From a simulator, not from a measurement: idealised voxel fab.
The following process module bears the name voxel self aligned contacts.
Square cell edge 5 nm, section width 300 nm, ID cut.
Reading order for cross-sections: top band down to bottom band. Underlying form: a grid of square cells. Band size: one or more rows of cells. The band entry comprises the height of the band's top followed by the height of its bottom, expressed in nm, and subsequently the band's materials from left to right, each stated together with its width in nm. Where a single material is marked with the word "edge to edge", that material fills the band from edge to edge. The word "air" represents empty space. Ref level 0: as-received wafer is one material below here. Bottom band extends down with no lower bound ("0..down"). Top row gets the first number, bottom row gets the second, and each row in between changes by the same step: that is how a band width like "30..40" works. Key: "remained the same" - step with no changed cell in the cross-section. Each empty space that has no open way to the top and spans at least 8 cells appears under "Enclosed empty spaces" as width x height at distance, the distance counted from the left edge, all in nm. The remark found on a step's line after its settings is issued by the simulator itself and pertains to that step. overlay nm: where the mask lay relative to plan, measured to the right, on steps with a mask; negatives go left.
Set out below are the planned steps of the process
1: RECEIVE with material Si
2: OXIDIZE with depth nm 5
3: DIRECTIONAL_DEP with material polySi, thk nm 30
4: DIRECTIONAL_DEP with material SiN, thk nm 20
5: DIRECTIONAL_DEP with material aC, thk nm 10
6: PATTERN with tone cover, mask id GATE, material resist, width nm 30, pitch nm 65, thk nm 30, overlay nm 0
7: DIRECTIONAL_ETCH with etch materials aC, depth nm 10
8: STRIP with etch materials resist
9: DIRECTIONAL_ETCH with etch materials SiN, depth nm 20
10: DIRECTIONAL_ETCH with etch materials polySi, depth nm 30
11: STRIP with etch materials aC
12: CONFORMAL_DEP with material SiN, thk nm 5
13: DIRECTIONAL_ETCH with etch materials SiN, depth nm 5
14: FILL_DEP with material SiO2, thk nm 10
15: CMP with height nm 55
16: MASKED_ETCH with tone open, mask id CONTACT, width nm 45, pitch nm 65, etch materials SiO2, depth nm 60, overlay nm 0
17: CONFORMAL_DEP with material TiN, thk nm 5
18: FILL_DEP with material Ru, thk nm 10
19: CMP with height nm 55
20: CONFORMAL_DEP with material SiN, thk nm 5
Cross-section of the wafer at receipt, which is the condition after step 1
- 0..down  Si edge to edge
- Enclosed empty spaces: none
Here's the cross-section of the first of our two wafers at the end of the module - it ran as planned
- 60..55  SiN edge to edge
- 55..50  SiO2 (95), then TiN (15), then Ru (15), then TiN (15), then SiO2 (20), then TiN (15), then Ru (15), then TiN (15), then SiO2 (95)
- 50..30  SiO2 (65), then SiN (40), then TiN (5), then Ru (15), then TiN (5), then SiN (40), then TiN (5), then Ru (15), then TiN (5), then SiN (40), then SiO2 (65)
- 30..0  SiO2 (65), then SiN (5), then polySi (30), then SiN (5), then TiN (5), then Ru (15), then TiN (5), then SiN (5), then polySi (30), then SiN (5), then TiN (5), then Ru (15), then TiN (5), then SiN (5), then polySi (30), then SiN (5), then SiO2 (65)
- 0..-5  SiO2 (105), then TiN (25), then SiO2 (40), then TiN (25), then SiO2 (105)
- -5..down  Si edge to edge
- Enclosed empty spaces: none
Cross-section of the latter of the two wafers at module completion. It had an identical start and an identical plan to the former; in running it, one mistake was made
- 60..55  SiN edge to edge
- 55..50  TiN (110), then Ru (15), then TiN (50), then Ru (15), then TiN (110)
- 50..30  SiO2 (65), then SiN (40), then TiN (5), then Ru (15), then TiN (5), then SiN (40), then TiN (5), then Ru (15), then TiN (5), then SiN (40), then SiO2 (65)
- 30..0  SiO2 (65), then SiN (5), then polySi (30), then SiN (5), then TiN (5), then Ru (15), then TiN (5), then SiN (5), then polySi (30), then SiN (5), then TiN (5), then Ru (15), then TiN (5), then SiN (5), then polySi (30), then SiN (5), then SiO2 (65)
- 0..-5  SiO2 (105), then TiN (25), then SiO2 (40), then TiN (25), then SiO2 (105)
- -5..down  Si edge to edge
- Enclosed empty spaces: none
Deviation noted in wafer processing: it should be noted that step 15 was executed with settings other than those planned, the operation and settings actually applied being CMP with height nm 50
The final cell counts differ between the wafers, with the second having more or fewer of some materials than the first: -42 SiO2, +42 TiN
